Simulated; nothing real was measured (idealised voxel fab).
The following is a process module called voxel self aligned vias.
Cross-sectional view cut (width: 265 nm; square cell size: 5 nm).
Think of the cross-section as a grid of square cells. We describe it in bands, top to bottom, and each band covers one or more rows of those cells. Each band's line starts with the height of the band's top and of its bottom, in nm. Then come its materials from left to right, each with its width in nm. One material with "full width" fills the band from edge to edge. "air" is empty space. Heights are measured from 0, the level below which the as-received wafer is all one material; the lowest band has no bottom and continues downward, written as in "0 and below". Note: "30 to 40" means the width goes from the first number (top row of the band) to the second number (bottom row) in equal steps per row of cells. A step reported as "all unchanged" is a step in which no cell of the cross-section changed. Basically, "Closed-off voids" tells you about the enclosed voids: empty spaces with no open way to the top, 8 cells or bigger, each written width x height at distance, where distance is from the left edge, all in nm. Step line, after settings: the simulator's comment on this step. "overlay nm" on a masked step: distance the mask lay right of its planned place, negative for left.
**Steps planned for the process**
| 1 | op RECEIVE | material Si |
| 2 | op CONFORMAL_DEP | material SiO2 | thk nm 10 |
| 3 | op CONFORMAL_DEP | material SiCN | thk nm 5 |
| 4 | op DIRECTIONAL_DEP | material SiO2 | thk nm 25 |
| 5 | op MASKED_ETCH | tone open | mask id LINES | width nm 25 | pitch nm 60 | etch materials SiO2 | depth nm 25 | overlay nm 0 |
| 6 | op CONFORMAL_DEP | material TiN | thk nm 5 |
| 7 | op FILL_DEP | material W | thk nm 10 |
| 8 | op CMP | height nm 40 |
| 9 | op SELECTIVE_ETCH | etch materials W Ru TiN | depth nm 5 |
| 10 | op FILL_DEP | material SiN | thk nm 10 |
| 11 | op CMP | height nm 40 |
| 12 | op DIRECTIONAL_DEP | material SiO2 | thk nm 20 |
| 13 | op PATTERN | tone open | mask id VIAS | material resist | width nm 35 | pitch nm 120 | thk nm 20 | overlay nm 0 |
| 14 | op DIRECTIONAL_ETCH | etch materials SiO2 | depth nm 20 |
| 15 | op DIRECTIONAL_ETCH | etch materials SiN | depth nm 5 |
| 16 | op STRIP | etch materials resist |
| 17 | op CONFORMAL_DEP | material TiN | thk nm 5 |
| 18 | op FILL_DEP | material Ru | thk nm 5 |
| 19 | op CMP | height nm 60 |
| 20 | op CONFORMAL_DEP | material SiN | thk nm 5 |
**Incoming wafer in cross-section (state: after step 1)**
  0 and below: Si full width
  Closed-off voids: none
**Cross-section, end of module. Start: as above. Plan: as above. Execution: one mistake**
  65 down to 60: SiN full width
  60 down to 45: SiO2 55; TiN 5; Ru 25; TiN 5; SiO2 85; TiN 5; Ru 25; TiN 5; SiO2 55
  45 down to 40: SiO2 55; TiN 10; Ru 15; TiN 10; SiO2 85; TiN 10; Ru 15; TiN 10; SiO2 55
  40 down to 35: SiO2 60; TiN 25; SiO2 35; SiN 25; SiO2 35; TiN 25; SiO2 60
  35 down to 20: SiO2 60; TiN 5; W 15; TiN 5; SiO2 35; TiN 5; W 15; TiN 5; SiO2 35; TiN 5; W 15; TiN 5; SiO2 60
  20 down to 15: SiO2 60; TiN 25; SiO2 35; TiN 25; SiO2 35; TiN 25; SiO2 60
  15 down to 5: SiO2 full width
  5 down to 0: SiCN full width
  0 and below: Si full width
  Closed-off voids: none
Heads up, the wafer didn't run the way we planned it: note: step 2 <-> step 3, run order reversed vs plan
